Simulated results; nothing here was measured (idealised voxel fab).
process module | voxel self aligned contacts
cross-section cut | 220 nm wide | cells 5 nm
A cross-section is a grid of square cells, given in bands from the top down. A band is one or more rows of cells.
Each band's line starts with the height of the band's top and of its bottom, in nm. Then come its materials from left to right, each with its width in nm. One material with "throughout" fills the band from edge to edge. "air" is empty space.
Height 0 is the level under which the wafer as received is all one material. The lowest band goes on downwards, as in "0 down".
A width such as "30 to 40" changes by the same amount from each row of cells to the next, from the band's top row to its bottom row.
"no change" after a step means that no cell of the cross-section changed.
closed voids: empty space of 8 cells or more with no open way to the top, each as width x height at its distance from the left edge, in nm
after a step's settings: what the simulator itself notes on the step
overlay nm, on a step with a mask: how far to the right of its planned place the mask lay; to the left if negative
plan
1 op RECEIVE | material Si
2 op OXIDIZE | depth nm 5
3 op DIRECTIONAL_DEP | material polySi | thk nm 20
4 op DIRECTIONAL_DEP | material SiN | thk nm 15
5 op PATTERN | tone cover | mask id GATE | material resist | width nm 25 | pitch nm 50 | thk nm 15 | overlay nm 0
6 op DIRECTIONAL_ETCH | etch materials SiN | depth nm 15
7 op DIRECTIONAL_ETCH | etch materials polySi | depth nm 20
8 op STRIP | etch materials resist
9 op CONFORMAL_DEP | material SiN | thk nm 5
10 op DIRECTIONAL_ETCH | etch materials SiN | depth nm 5
11 op FILL_DEP | material SiO2 | thk nm 10
12 op CMP | height nm 40
13 op PATTERN | tone open | mask id CONTACT | material resist | width nm 35 | pitch nm 50 | thk nm 15 | overlay nm 0
14 op DIRECTIONAL_ETCH | etch materials SiO2 | depth nm 45
15 op STRIP | etch materials resist
16 op CONFORMAL_DEP | material TiN | thk nm 5
17 op FILL_DEP | material Ru | thk nm 10
18 op CMP | height nm 40
19 op CONFORMAL_DEP | material SiCN | thk nm 5
as received, after step 1
  0 down: Si throughout
  closed voids: none
first wafer at the end, as planned
  45 to 40: SiCN throughout
  40 to 35: SiO2 65 | TiN 15 | Ru 5 | TiN 15 | SiO2 15 | TiN 15 | Ru 5 | TiN 15 | SiO2 70
  35 to 20: SiO2 40 | SiN 35 | TiN 5 | Ru 5 | TiN 5 | SiN 35 | TiN 5 | Ru 5 | TiN 5 | SiN 35 | SiO2 45
  20 to 0: SiO2 40 | SiN 5 | polySi 25 | SiN 5 | TiN 5 | Ru 5 | TiN 5 | SiN 5 | polySi 25 | SiN 5 | TiN 5 | Ru 5 | TiN 5 | SiN 5 | polySi 25 | SiN 5 | SiO2 45
  0 to -5: SiO2 75 | TiN 15 | SiO2 35 | TiN 15 | SiO2 80
  -5 down: Si throughout
  closed voids: none
second wafer at the end: like start, like plan, one mistake
  45 to 40: polySi throughout
  40 to 35: SiO2 65 | TiN 15 | Ru 5 | TiN 15 | SiO2 15 | TiN 15 | Ru 5 | TiN 15 | SiO2 70
  35 to 20: SiO2 40 | SiN 35 | TiN 5 | Ru 5 | TiN 5 | SiN 35 | TiN 5 | Ru 5 | TiN 5 | SiN 35 | SiO2 45
  20 to 0: SiO2 40 | SiN 5 | polySi 25 | SiN 5 | TiN 5 | Ru 5 | TiN 5 | SiN 5 | polySi 25 | SiN 5 | TiN 5 | Ru 5 | TiN 5 | SiN 5 | polySi 25 | SiN 5 | SiO2 45
  0 to -5: SiO2 75 | TiN 15 | SiO2 35 | TiN 15 | SiO2 80
  -5 down: Si throughout
  closed voids: none
what went wrong: step 19 ran as: op CONFORMAL_DEP | material polySi | thk nm 5
at the end the second wafer has, in cells: 44 fewer of SiCN | 44 more of polySi
